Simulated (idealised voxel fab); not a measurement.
A process module follows: voxel ribs on slabs.
In the cross-section labelled cut, the width is 265 nm and each square cell is 5 nm.
How to read a cross-section here: the picture is a grid of square cells, written as bands going from the top down, and any band can span one or more rows of cells.
First you get the band's top height and its bottom height, in nm, and then the materials it's made of, left to right, with each width in nm. If you see a single material with "throughout", that one covers the band edge to edge. "empty" is empty space.
Heights are reckoned from 0. Under this level, the received wafer is all of one material. The bottommost band is open-ended downward, for example "top 0, no bottom".
When a width is written as two numbers, as in "30->40", the first number is the width in the top row of cells of the band and the second is the width in its bottom row, and the width changes by the same amount from each row to the next.
Take "everything unchanged" at face value: in the step it is given for, the cross-section changed in none of its cells.
Under "Non-vented voids" you'll find the enclosed gaps, the ones with no way out to the top, that are 8 cells or bigger; each reads width x height at distance, with distance counted from the left edge, everything in nm.
If you see something after the settings on a step's line, that's the simulator's own remark about that step.
On any step carrying a mask, the "overlay nm" setting, if present on the step's line, tells how far right of its planned place the mask lay; negative values point to the left.

# Set out below are the planned steps of the process
1 RECEIVE: material Si
2 DIRECTIONAL_DEP: material SiO2, thk nm 30
3 DIRECTIONAL_DEP: material SiN, thk nm 25
4 PATTERN: tone cover, mask id RIB, material resist, width nm 20, thk nm 15, overlay nm 0
5 DIRECTIONAL_ETCH: etch materials SiN, depth nm 15
6 STRIP: etch materials resist
7 PATTERN: tone cover, mask id SLAB, material resist, width nm 70, thk nm 20, overlay nm 0
8 DIRECTIONAL_ETCH: etch materials SiN, depth nm 10
9 STRIP: etch materials resist
10 FILL_DEP: material SiO2, thk nm 15
11 CMP: height nm 65
12 DIRECTIONAL_DEP: material W, thk nm 5
13 PATTERN: tone cover, mask id HEATER, material resist, width nm 30, thk nm 15, overlay nm 0
14 DIRECTIONAL_ETCH: etch materials W, depth nm 5
15 STRIP: etch materials resist
16 CONFORMAL_DEP: material SiO2, thk nm 10

# Cross-section of the wafer upon arrival, representing the state reached after step 1
top 0, no bottom: Si throughout
Non-vented voids: none

# End-of-module XS, first of two wafers, run as planned
top 80, bottom 75: 105 empty, then 50 SiO2, then 110 empty
top 75, bottom 70: SiO2 throughout
top 70, bottom 65: 115 SiO2, then 30 W, then 120 SiO2
top 65, bottom 55: SiO2 throughout
top 55, bottom 40: 120 SiO2, then 20 SiN, then 125 SiO2
top 40, bottom 30: 95 SiO2, then 70 SiN, then 100 SiO2
top 30, bottom 0: SiO2 throughout
top 0, no bottom: Si throughout
Non-vented voids: none

# Cross-sectional image of the second wafer of the two following completion of the module. Starting state and process plan were the same as for the first wafer; one execution error occurred
top 80, bottom 75: 125 SiO2, then 10 empty, then 130 SiO2
top 75, bottom 70: SiO2 throughout
top 70, bottom 65: 115 W, then 30 SiO2, then 120 W
top 65, bottom 55: SiO2 throughout
top 55, bottom 40: 120 SiO2, then 20 SiN, then 125 SiO2
top 40, bottom 30: 95 SiO2, then 70 SiN, then 100 SiO2
top 30, bottom 0: SiO2 throughout
top 0, no bottom: Si throughout
Non-vented voids: none
Against the plan, the run slipped here: step 13 was not run as planned; what actually ran was PATTERN: tone open, mask id HEATER, material resist, width nm 30, thk nm 15, overlay nm 0
at the end the second wafer has, in cells: W +41
